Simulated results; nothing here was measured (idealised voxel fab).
process module | voxel ribs on slabs
cross-section cut | 190 nm wide | cells 5 nm
A cross-section is a grid of square cells, given in bands from the top down. A band is one or more rows of cells.
Each band's line starts with the height of the band's top and of its bottom, in nm. Then come its materials from left to right, each with its width in nm. One material with "throughout" fills the band from edge to edge. "air" is empty space.
Height 0 is the level under which the wafer as received is all one material. The lowest band goes on downwards, as in "0 down".
A width such as "30 to 40" changes by the same amount from each row of cells to the next, from the band's top row to its bottom row.
"no change" after a step means that no cell of the cross-section changed.
closed voids: empty space of 8 cells or more with no open way to the top, each as width x height at its distance from the left edge, in nm
after a step's settings: what the simulator itself notes on the step
overlay nm, on a step with a mask: how far to the right of its planned place the mask lay; to the left if negative
Each pair below shows a cross-section before one step and the cross-section after it, down to the lowest band that changed. The line under each pair gives the step between them, with its settings. The pairs can come from different runs of this module on the same starting wafer, so a pair continues from the pair above only where its "before" says so.
before
  0 down: Si throughout
  closed voids: none
after
  25 to 0: SiO2 throughout
  below 0: unchanged
  closed voids: none
the step between: op DIRECTIONAL_DEP | material SiO2 | thk nm 25
before: the cross-section after the pair above
after
  40 to 25: polySi throughout
  below 25: unchanged
  closed voids: none
the step between: op DIRECTIONAL_DEP | material polySi | thk nm 15
before: the cross-section after the pair above
after
  55 to 40: aC throughout
  below 40: unchanged
  closed voids: none
the step between: op DIRECTIONAL_DEP | material aC | thk nm 15
before: the cross-section after the pair above
after
  85 to 55: air 80 | resist 30 | air 80
  below 55: unchanged
  closed voids: none
the step between: op PATTERN | tone cover | mask id RIB | material resist | width nm 30 | thk nm 30 | overlay nm 0
before: the cross-section after the pair above
after
  70 to 55: air 80 | resist 30 | air 80
  55 to 40: air 80 | aC 30 | air 80
  below 40: unchanged
  closed voids: none
the step between: op DIRECTIONAL_ETCH | etch materials aC | depth nm 15
before: the cross-section after the pair above
after
  55 to 40: air 80 | aC 30 | air 80
  below 40: unchanged
  closed voids: none
the step between: op STRIP | etch materials resist
before: the cross-section after the pair above
after
  55 to 40: air 80 | aC 30 | air 80
  40 to 30: air 80 | polySi 30 | air 80
  below 30: unchanged
  closed voids: none
the step between: op DIRECTIONAL_ETCH | etch materials polySi | depth nm 10
before: the cross-section after the pair above
after
  40 to 30: air 80 | polySi 30 | air 80
  below 30: unchanged
  closed voids: none
the step between: op STRIP | etch materials aC
before: the cross-section after the pair above
after
  50 to 40: air 80 | aC 30 | air 80
  40 to 30: aC 80 | polySi 30 | aC 80
  below 30: unchanged
  closed voids: none
the step between: op DIRECTIONAL_DEP | material aC | thk nm 10
before: the cross-section after the pair above
after
  75 to 50: air 65 | resist 60 | air 65
  50 to 40: air 65 | resist 15 | aC 30 | resist 15 | air 65
  below 40: unchanged
  closed voids: none
the step between: op PATTERN | tone cover | mask id SLAB | material resist | width nm 60 | thk nm 25 | overlay nm 0
before: the cross-section after the pair above
after
  65 to 50: air 65 | resist 60 | air 65
  50 to 40: air 65 | resist 15 | aC 30 | resist 15 | air 65
  40 to 30: air 65 | aC 15 | polySi 30 | aC 15 | air 65
  below 30: unchanged
  closed voids: none
the step between: op DIRECTIONAL_ETCH | etch materials aC | depth nm 10
before: the cross-section after the pair above
after
  50 to 40: air 80 | aC 30 | air 80
  below 40: unchanged
  closed voids: none
the step between: op STRIP | etch materials resist
before: the cross-section after the pair above
after
  50 to 40: air 80 | aC 30 | air 80
  40 to 30: air 65 | aC 15 | polySi 30 | aC 15 | air 65
  30 to 25: air 65 | polySi 60 | air 65
  below 25: unchanged
  closed voids: none
the step between: op DIRECTIONAL_ETCH | etch materials polySi | depth nm 5
before: the cross-section after the pair above
after
  40 to 30: air 80 | polySi 30 | air 80
  below 30: unchanged
  closed voids: none
the step between: op STRIP | etch materials aC
before: the cross-section after the pair above
after
  55 to 40: SiO2 throughout
  40 to 30: SiO2 80 | polySi 30 | SiO2 80
  30 to 25: SiO2 65 | polySi 60 | SiO2 65
  below 25: unchanged
  closed voids: none
the step between: op FILL_DEP | material SiO2 | thk nm 15
before: the cross-section after the pair above
after
  50 to 40: SiO2 throughout
  below 40: unchanged
  closed voids: none
the step between: op CMP | height nm 50
before: the cross-section after the pair above
after
  55 to 50: TiN throughout
  below 50: unchanged
  closed voids: none
the step between: op DIRECTIONAL_DEP | material TiN | thk nm 5
before: the cross-section after the pair above
after
  65 to 55: aC throughout
  below 55: unchanged
  closed voids: none
the step between: op DIRECTIONAL_DEP | material aC | thk nm 10
before: the cross-section after the pair above
after
  95 to 65: air 75 | resist 40 | air 75
  below 65: unchanged
  closed voids: none
the step between: op PATTERN | tone cover | mask id HEATER | material resist | width nm 40 | thk nm 30 | overlay nm 0
before: the cross-section after the pair above
after
  85 to 65: air 75 | resist 40 | air 75
  65 to 55: air 75 | aC 40 | air 75
  below 55: unchanged
  closed voids: none
the step between: op DIRECTIONAL_ETCH | etch materials aC | depth nm 10
before: the cross-section after the pair above
after
  65 to 55: air 75 | aC 40 | air 75
  below 55: unchanged
  closed voids: none
the step between: op STRIP | etch materials resist
before: the cross-section after the pair above
after
  65 to 55: air 75 | aC 40 | air 75
  55 to 50: air 75 | TiN 40 | air 75
  below 50: unchanged
  closed voids: none
the step between: op DIRECTIONAL_ETCH | etch materials TiN | depth nm 5
before: the cross-section after the pair above
after
  55 to 50: air 75 | TiN 40 | air 75
  below 50: unchanged
  closed voids: none
the step between: op STRIP | etch materials aC
before: the cross-section after the pair above
after
  60 to 55: air 70 | SiO2 50 | air 70
  55 to 50: SiO2 75 | TiN 40 | SiO2 75
  below 50: unchanged
  closed voids: none
the step between: op CONFORMAL_DEP | material SiO2 | thk nm 5
before
  40 to 25: polySi throughout
  25 to 0: SiO2 throughout
  0 down: Si throughout
  closed voids: none
after
  55 to 25: polySi throughout
  below 25: unchanged
  closed voids: none
the step between: op DIRECTIONAL_DEP | material polySi | thk nm 15
before: the cross-section after the pair above
after
  70 to 55: aC throughout
  below 55: unchanged
  closed voids: none
the step between: op DIRECTIONAL_DEP | material aC | thk nm 15
before: the cross-section after the pair above
after
  100 to 70: air 80 | resist 30 | air 80
  below 70: unchanged
  closed voids: none
the step between: op PATTERN | tone cover | mask id RIB | material resist | width nm 30 | thk nm 30 | overlay nm 0
before: the cross-section after the pair above
after
  85 to 70: air 80 | resist 30 | air 80
  70 to 55: air 80 | aC 30 | air 80
  below 55: unchanged
  closed voids: none
the step between: op DIRECTIONAL_ETCH | etch materials aC | depth nm 15
before: the cross-section after the pair above
after
  70 to 55: air 80 | aC 30 | air 80
  below 55: unchanged
  closed voids: none
the step between: op STRIP | etch materials resist
before: the cross-section after the pair above
after
  70 to 55: air 80 | aC 30 | air 80
  55 to 45: air 80 | polySi 30 | air 80
  below 45: unchanged
  closed voids: none
the step between: op DIRECTIONAL_ETCH | etch materials polySi | depth nm 10
before: the cross-section after the pair above
after
  55 to 45: air 80 | polySi 30 | air 80
  below 45: unchanged
  closed voids: none
the step between: op STRIP | etch materials aC
before: the cross-section after the pair above
after
  65 to 55: air 80 | aC 30 | air 80
  55 to 45: aC 80 | polySi 30 | aC 80
  below 45: unchanged
  closed voids: none
the step between: op DIRECTIONAL_DEP | material aC | thk nm 10
before: the cross-section after the pair above
after
  90 to 65: air 65 | resist 60 | air 65
  65 to 55: air 65 | resist 15 | aC 30 | resist 15 | air 65
  below 55: unchanged
  closed voids: none
the step between: op PATTERN | tone cover | mask id SLAB | material resist | width nm 60 | thk nm 25 | overlay nm 0
before: the cross-section after the pair above
after
  80 to 65: air 65 | resist 60 | air 65
  65 to 55: air 65 | resist 15 | aC 30 | resist 15 | air 65
  55 to 45: air 65 | aC 15 | polySi 30 | aC 15 | air 65
  below 45: unchanged
  closed voids: none
the step between: op DIRECTIONAL_ETCH | etch materials aC | depth nm 10
before: the cross-section after the pair above
after
  65 to 55: air 80 | aC 30 | air 80
  below 55: unchanged
  closed voids: none
the step between: op STRIP | etch materials resist
before: the cross-section after the pair above
after
  65 to 55: air 80 | aC 30 | air 80
  55 to 45: air 65 | aC 15 | polySi 30 | aC 15 | air 65
  45 to 40: air 65 | polySi 60 | air 65
  below 40: unchanged
  closed voids: none
the step between: op DIRECTIONAL_ETCH | etch materials polySi | depth nm 5
before: the cross-section after the pair above
after
  55 to 45: air 80 | polySi 30 | air 80
  below 45: unchanged
  closed voids: none
the step between: op STRIP | etch materials aC
before: the cross-section after the pair above
after
  70 to 55: SiO2 throughout
  55 to 45: SiO2 80 | polySi 30 | SiO2 80
  45 to 40: SiO2 65 | polySi 60 | SiO2 65
  below 40: unchanged
  closed voids: none
the step between: op FILL_DEP | material SiO2 | thk nm 15
before: the cross-section after the pair above
after
  50 to 40: SiO2 80 to 65 | polySi 30 to 60 | SiO2 80 to 65
  below 40: unchanged
  closed voids: none
the step between: op CMP | height nm 50
before: the cross-section after the pair above
after
  55 to 50: TiN throughout
  below 50: unchanged
  closed voids: none
the step between: op DIRECTIONAL_DEP | material TiN | thk nm 5
before: the cross-section after the pair above
after
  65 to 55: aC throughout
  below 55: unchanged
  closed voids: none
the step between: op DIRECTIONAL_DEP | material aC | thk nm 10
before: the cross-section after the pair above
after
  95 to 65: air 75 | resist 40 | air 75
  below 65: unchanged
  closed voids: none
the step between: op PATTERN | tone cover | mask id HEATER | material resist | width nm 40 | thk nm 30 | overlay nm 0
before: the cross-section after the pair above
after
  85 to 65: air 75 | resist 40 | air 75
  65 to 55: air 75 | aC 40 | air 75
  below 55: unchanged
  closed voids: none
the step between: op DIRECTIONAL_ETCH | etch materials aC | depth nm 10
before: the cross-section after the pair above
after
  65 to 55: air 75 | aC 40 | air 75
  below 55: unchanged
  closed voids: none
the step between: op STRIP | etch materials resist
before: the cross-section after the pair above
after
  65 to 55: air 75 | aC 40 | air 75
  55 to 50: air 75 | TiN 40 | air 75
  below 50: unchanged
  closed voids: none
the step between: op DIRECTIONAL_ETCH | etch materials TiN | depth nm 5
before: the cross-section after the pair above
after
  55 to 50: air 75 | TiN 40 | air 75
  below 50: unchanged
  closed voids: none
the step between: op STRIP | etch materials aC
before: the cross-section after the pair above
after
  60 to 55: air 70 | SiO2 50 | air 70
  55 to 50: SiO2 75 | TiN 40 | SiO2 75
  below 50: unchanged
  closed voids: none
the step between: op CONFORMAL_DEP | material SiO2 | thk nm 5
before
  0 down: Si throughout
  closed voids: none
after
  15 to 0: polySi throughout
  below 0: unchanged
  closed voids: none
the step between: op DIRECTIONAL_DEP | material polySi | thk nm 15
before: the cross-section after the pair above
after
  40 to 15: SiO2 throughout
  below 15: unchanged
  closed voids: none
the step between: op DIRECTIONAL_DEP | material SiO2 | thk nm 25
before: the cross-section after the pair above
after
  55 to 40: aC throughout
  below 40: unchanged
  closed voids: none
the step between: op DIRECTIONAL_DEP | material aC | thk nm 15
before: the cross-section after the pair above
after
  85 to 55: air 80 | resist 30 | air 80
  below 55: unchanged
  closed voids: none
the step between: op PATTERN | tone cover | mask id RIB | material resist | width nm 30 | thk nm 30 | overlay nm 0
before: the cross-section after the pair above
after
  70 to 55: air 80 | resist 30 | air 80
  55 to 40: air 80 | aC 30 | air 80
  below 40: unchanged
  closed voids: none
the step between: op DIRECTIONAL_ETCH | etch materials aC | depth nm 15
before: the cross-section after the pair above
after
  55 to 40: air 80 | aC 30 | air 80
  below 40: unchanged
  closed voids: none
the step between: op STRIP | etch materials resist
before: the cross-section after the pair above
after
  40 to 15: SiO2 throughout
  below 15: unchanged
  closed voids: none
the step between: op STRIP | etch materials aC
before: the cross-section after the pair above
after
  50 to 40: aC throughout
  below 40: unchanged
  closed voids: none
the step between: op DIRECTIONAL_DEP | material aC | thk nm 10
before: the cross-section after the pair above
after
  75 to 50: air 65 | resist 60 | air 65
  below 50: unchanged
  closed voids: none
the step between: op PATTERN | tone cover | mask id SLAB | material resist | width nm 60 | thk nm 25 | overlay nm 0
before: the cross-section after the pair above
after
  65 to 50: air 65 | resist 60 | air 65
  50 to 40: air 65 | aC 60 | air 65
  below 40: unchanged
  closed voids: none
the step between: op DIRECTIONAL_ETCH | etch materials aC | depth nm 10
before: the cross-section after the pair above
after
  50 to 40: air 65 | aC 60 | air 65
  below 40: unchanged
  closed voids: none
the step between: op STRIP | etch materials resist
before: the cross-section after the pair above
after
  40 to 15: SiO2 throughout
  below 15: unchanged
  closed voids: none
the step between: op STRIP | etch materials aC
before: the cross-section after the pair above
after
  55 to 15: SiO2 throughout
  below 15: unchanged
  closed voids: none
the step between: op FILL_DEP | material SiO2 | thk nm 15
before: the cross-section after the pair above
after
  50 to 15: SiO2 throughout
  below 15: unchanged
  closed voids: none
the step between: op CMP | height nm 50
before: the cross-section after the pair above
after
  55 to 50: TiN throughout
  below 50: unchanged
  closed voids: none
the step between: op DIRECTIONAL_DEP | material TiN | thk nm 5
before: the cross-section after the pair above
after
  65 to 55: aC throughout
  below 55: unchanged
  closed voids: none
the step between: op DIRECTIONAL_DEP | material aC | thk nm 10
before: the cross-section after the pair above
after
  95 to 65: air 75 | resist 40 | air 75
  below 65: unchanged
  closed voids: none
the step between: op PATTERN | tone cover | mask id HEATER | material resist | width nm 40 | thk nm 30 | overlay nm 0
before: the cross-section after the pair above
after
  85 to 65: air 75 | resist 40 | air 75
  65 to 55: air 75 | aC 40 | air 75
  below 55: unchanged
  closed voids: none
the step between: op DIRECTIONAL_ETCH | etch materials aC | depth nm 10
before: the cross-section after the pair above
after
  65 to 55: air 75 | aC 40 | air 75
  below 55: unchanged
  closed voids: none
the step between: op STRIP | etch materials resist
before: the cross-section after the pair above
after
  65 to 55: air 75 | aC 40 | air 75
  55 to 50: air 75 | TiN 40 | air 75
  below 50: unchanged
  closed voids: none
the step between: op DIRECTIONAL_ETCH | etch materials TiN | depth nm 5
before: the cross-section after the pair above
after
  55 to 50: air 75 | TiN 40 | air 75
  below 50: unchanged
  closed voids: none
the step between: op STRIP | etch materials aC
before: the cross-section after the pair above
after
  60 to 55: air 70 | SiO2 50 | air 70
  55 to 50: SiO2 75 | TiN 40 | SiO2 75
  below 50: unchanged
  closed voids: none
the step between: op CONFORMAL_DEP | material SiO2 | thk nm 5
before
  25 to 0: SiO2 throughout
  0 down: Si throughout
  closed voids: none
after
  50 to 25: polySi throughout
  below 25: unchanged
  closed voids: none
the step between: op DIRECTIONAL_DEP | material polySi | thk nm 25
before: the cross-section after the pair above
after
  65 to 50: aC throughout
  below 50: unchanged
  closed voids: none
the step between: op DIRECTIONAL_DEP | material aC | thk nm 15
before: the cross-section after the pair above
after
  95 to 65: air 80 | resist 30 | air 80
  below 65: unchanged
  closed voids: none
the step between: op PATTERN | tone cover | mask id RIB | material resist | width nm 30 | thk nm 30 | overlay nm 0
before: the cross-section after the pair above
after
  80 to 65: air 80 | resist 30 | air 80
  65 to 50: air 80 | aC 30 | air 80
  below 50: unchanged
  closed voids: none
the step between: op DIRECTIONAL_ETCH | etch materials aC | depth nm 15
before: the cross-section after the pair above
after
  65 to 50: air 80 | aC 30 | air 80
  below 50: unchanged
  closed voids: none
the step between: op STRIP | etch materials resist
before: the cross-section after the pair above
after
  65 to 50: air 80 | aC 30 | air 80
  50 to 40: air 80 | polySi 30 | air 80
  below 40: unchanged
  closed voids: none
the step between: op DIRECTIONAL_ETCH | etch materials polySi | depth nm 10
before: the cross-section after the pair above
after
  50 to 40: air 80 | polySi 30 | air 80
  below 40: unchanged
  closed voids: none
the step between: op STRIP | etch materials aC
before: the cross-section after the pair above
after
  60 to 50: air 80 | aC 30 | air 80
  50 to 40: aC 80 | polySi 30 | aC 80
  below 40: unchanged
  closed voids: none
the step between: op DIRECTIONAL_DEP | material aC | thk nm 10
before: the cross-section after the pair above
after
  85 to 60: air 65 | resist 60 | air 65
  60 to 50: air 65 | resist 15 | aC 30 | resist 15 | air 65
  below 50: unchanged
  closed voids: none
the step between: op PATTERN | tone cover | mask id SLAB | material resist | width nm 60 | thk nm 25 | overlay nm 0
before: the cross-section after the pair above
after
  75 to 60: air 65 | resist 60 | air 65
  60 to 50: air 65 | resist 15 | aC 30 | resist 15 | air 65
  50 to 40: air 65 | aC 15 | polySi 30 | aC 15 | air 65
  below 40: unchanged
  closed voids: none
the step between: op DIRECTIONAL_ETCH | etch materials aC | depth nm 10
before: the cross-section after the pair above
after
  60 to 50: air 80 | aC 30 | air 80
  below 50: unchanged
  closed voids: none
the step between: op STRIP | etch materials resist
before: the cross-section after the pair above
after
  60 to 50: air 80 | aC 30 | air 80
  50 to 40: air 65 | aC 15 | polySi 30 | aC 15 | air 65
  40 to 35: air 65 | polySi 60 | air 65
  below 35: unchanged
  closed voids: none
the step between: op DIRECTIONAL_ETCH | etch materials polySi | depth nm 5
before: the cross-section after the pair above
after
  50 to 40: air 80 | polySi 30 | air 80
  below 40: unchanged
  closed voids: none
the step between: op STRIP | etch materials aC
before: the cross-section after the pair above
after
  65 to 50: SiO2 throughout
  50 to 40: SiO2 80 | polySi 30 | SiO2 80
  40 to 35: SiO2 65 | polySi 60 | SiO2 65
  below 35: unchanged
  closed voids: none
the step between: op FILL_DEP | material SiO2 | thk nm 15
before: the cross-section after the pair above
after
  50 to 40: SiO2 80 | polySi 30 | SiO2 80
  below 40: unchanged
  closed voids: none
the step between: op CMP | height nm 50
before: the cross-section after the pair above
after
  55 to 50: TiN throughout
  below 50: unchanged
  closed voids: none
the step between: op DIRECTIONAL_DEP | material TiN | thk nm 5
before: the cross-section after the pair above
after
  65 to 55: aC throughout
  below 55: unchanged
  closed voids: none
the step between: op DIRECTIONAL_DEP | material aC | thk nm 10
before: the cross-section after the pair above
after
  95 to 65: air 75 | resist 40 | air 75
  below 65: unchanged
  closed voids: none
the step between: op PATTERN | tone cover | mask id HEATER | material resist | width nm 40 | thk nm 30 | overlay nm 0
before: the cross-section after the pair above
after
  85 to 65: air 75 | resist 40 | air 75
  65 to 55: air 75 | aC 40 | air 75
  below 55: unchanged
  closed voids: none
the step between: op DIRECTIONAL_ETCH | etch materials aC | depth nm 10
before: the cross-section after the pair above
after
  65 to 55: air 75 | aC 40 | air 75
  below 55: unchanged
  closed voids: none
the step between: op STRIP | etch materials resist
before: the cross-section after the pair above
after
  65 to 55: air 75 | aC 40 | air 75
  55 to 50: air 75 | TiN 40 | air 75
  below 50: unchanged
  closed voids: none
the step between: op DIRECTIONAL_ETCH | etch materials TiN | depth nm 5
before: the cross-section after the pair above
after
  55 to 50: air 75 | TiN 40 | air 75
  below 50: unchanged
  closed voids: none
the step between: op STRIP | etch materials aC
before: the cross-section after the pair above
after
  60 to 55: air 70 | SiO2 50 | air 70
  55 to 50: SiO2 75 | TiN 40 | SiO2 75
  below 50: unchanged
  closed voids: none
the step between: op CONFORMAL_DEP | material SiO2 | thk nm 5
before
  65 to 55: aC throughout
  55 to 50: TiN throughout
  50 to 40: SiO2 throughout
  40 to 30: SiO2 80 | polySi 30 | SiO2 80
  30 to 25: SiO2 65 | polySi 60 | SiO2 65
  25 to 0: SiO2 throughout
  0 down: Si throughout
  closed voids: none
after
  95 to 65: air 80 | resist 30 | air 80
  below 65: unchanged
  closed voids: none
the step between: op PATTERN | tone cover | mask id HEATER | material resist | width nm 30 | thk nm 30 | overlay nm 0
before: the cross-section after the pair above
after
  85 to 65: air 80 | resist 30 | air 80
  65 to 55: air 80 | aC 30 | air 80
  below 55: unchanged
  closed voids: none
the step between: op DIRECTIONAL_ETCH | etch materials aC | depth nm 10
before: the cross-section after the pair above
after
  65 to 55: air 80 | aC 30 | air 80
  below 55: unchanged
  closed voids: none
the step between: op STRIP | etch materials resist
before: the cross-section after the pair above
after
  65 to 55: air 80 | aC 30 | air 80
  55 to 50: air 80 | TiN 30 | air 80
  below 50: unchanged
  closed voids: none
the step between: op DIRECTIONAL_ETCH | etch materials TiN | depth nm 5
before: the cross-section after the pair above
after
  55 to 50: air 80 | TiN 30 | air 80
  below 50: unchanged
  closed voids: none
the step between: op STRIP | etch materials aC
before: the cross-section after the pair above
after
  60 to 55: air 75 | SiO2 40 | air 75
  55 to 50: SiO2 80 | TiN 30 | SiO2 80
  below 50: unchanged
  closed voids: none
the step between: op CONFORMAL_DEP | material SiO2 | thk nm 5
before
  65 to 55: aC throughout
  55 to 50: TiN throughout
  50 to 40: SiO2 throughout
  40 to 30: SiO2 80 | polySi 30 | SiO2 80
  30 to 25: SiO2 65 | polySi 60 | SiO2 65
  25 to 0: SiO2 throughout
  0 down: Si throughout
  closed voids: none
after
  95 to 65: air 65 | resist 40 | air 85
  below 65: unchanged
  closed voids: none
the step between: op PATTERN | tone cover | mask id HEATER | material resist | width nm 40 | thk nm 30 | overlay nm -10
before: the cross-section after the pair above
after
  85 to 65: air 65 | resist 40 | air 85
  65 to 55: air 65 | aC 40 | air 85
  below 55: unchanged
  closed voids: none
the step between: op DIRECTIONAL_ETCH | etch materials aC | depth nm 10
before: the cross-section after the pair above
after
  65 to 55: air 65 | aC 40 | air 85
  below 55: unchanged
  closed voids: none
the step between: op STRIP | etch materials resist
before: the cross-section after the pair above
after
  65 to 55: air 65 | aC 40 | air 85
  55 to 50: air 65 | TiN 40 | air 85
  below 50: unchanged
  closed voids: none
the step between: op DIRECTIONAL_ETCH | etch materials TiN | depth nm 5
before: the cross-section after the pair above
after
  55 to 50: air 65 | TiN 40 | air 85
  below 50: unchanged
  closed voids: none
the step between: op STRIP | etch materials aC
before: the cross-section after the pair above
after
  60 to 55: air 60 | SiO2 50 | air 80
  55 to 50: SiO2 65 | TiN 40 | SiO2 85
  below 50: unchanged
  closed voids: none
the step between: op CONFORMAL_DEP | material SiO2 | thk nm 5
before
  50 to 40: SiO2 throughout
  40 to 30: SiO2 80 | polySi 30 | SiO2 80
  30 to 25: SiO2 65 | polySi 60 | SiO2 65
  25 to 0: SiO2 throughout
  0 down: Si throughout
  closed voids: none
after
  55 to 50: polySi throughout
  below 50: unchanged
  closed voids: none
the step between: op DIRECTIONAL_DEP | material polySi | thk nm 5
before: the cross-section after the pair above
after
  65 to 55: aC throughout
  below 55: unchanged
  closed voids: none
the step between: op DIRECTIONAL_DEP | material aC | thk nm 10
before: the cross-section after the pair above
after
  95 to 65: air 75 | resist 40 | air 75
  below 65: unchanged
  closed voids: none
the step between: op PATTERN | tone cover | mask id HEATER | material resist | width nm 40 | thk nm 30 | overlay nm 0
before: the cross-section after the pair above
after
  85 to 65: air 75 | resist 40 | air 75
  65 to 55: air 75 | aC 40 | air 75
  below 55: unchanged
  closed voids: none
the step between: op DIRECTIONAL_ETCH | etch materials aC | depth nm 10
before: the cross-section after the pair above
after
  65 to 55: air 75 | aC 40 | air 75
  below 55: unchanged
  closed voids: none
the step between: op STRIP | etch materials resist
before: the cross-section after the pair above
after
  55 to 50: polySi throughout
  below 50: unchanged
  closed voids: none
the step between: op STRIP | etch materials aC
before: the cross-section after the pair above
after
  60 to 55: SiO2 throughout
  below 55: unchanged
  closed voids: none
the step between: op CONFORMAL_DEP | material SiO2 | thk nm 5
before
  65 to 55: aC throughout
  55 to 50: TiN throughout
  50 to 40: SiO2 throughout
  40 to 30: SiO2 80 | polySi 30 | SiO2 80
  30 to 25: SiO2 65 | polySi 60 | SiO2 65
  25 to 0: SiO2 throughout
  0 down: Si throughout
  closed voids: none
after
  95 to 65: resist 75 | air 40 | resist 75
  below 65: unchanged
  closed voids: none
the step between: op PATTERN | tone open | mask id HEATER | material resist | width nm 40 | thk nm 30 | overlay nm 0
before: the cross-section after the pair above
after
  85 to 65: resist 75 | air 40 | resist 75
  65 to 55: aC 75 | air 40 | aC 75
  below 55: unchanged
  closed voids: none
the step between: op DIRECTIONAL_ETCH | etch materials aC | depth nm 10
before: the cross-section after the pair above
after
  65 to 55: aC 75 | air 40 | aC 75
  below 55: unchanged
  closed voids: none
the step between: op STRIP | etch materials resist
before: the cross-section after the pair above
after
  65 to 55: aC 75 | air 40 | aC 75
  55 to 50: TiN 75 | air 40 | TiN 75
  below 50: unchanged
  closed voids: none
the step between: op DIRECTIONAL_ETCH | etch materials TiN | depth nm 5
before: the cross-section after the pair above
after
  55 to 50: TiN 75 | air 40 | TiN 75
  below 50: unchanged
  closed voids: none
the step between: op STRIP | etch materials aC
before: the cross-section after the pair above
after
  60 to 55: SiO2 80 | air 30 | SiO2 80
  55 to 50: TiN 75 | SiO2 40 | TiN 75
  below 50: unchanged
  closed voids: none
the step between: op CONFORMAL_DEP | material SiO2 | thk nm 5
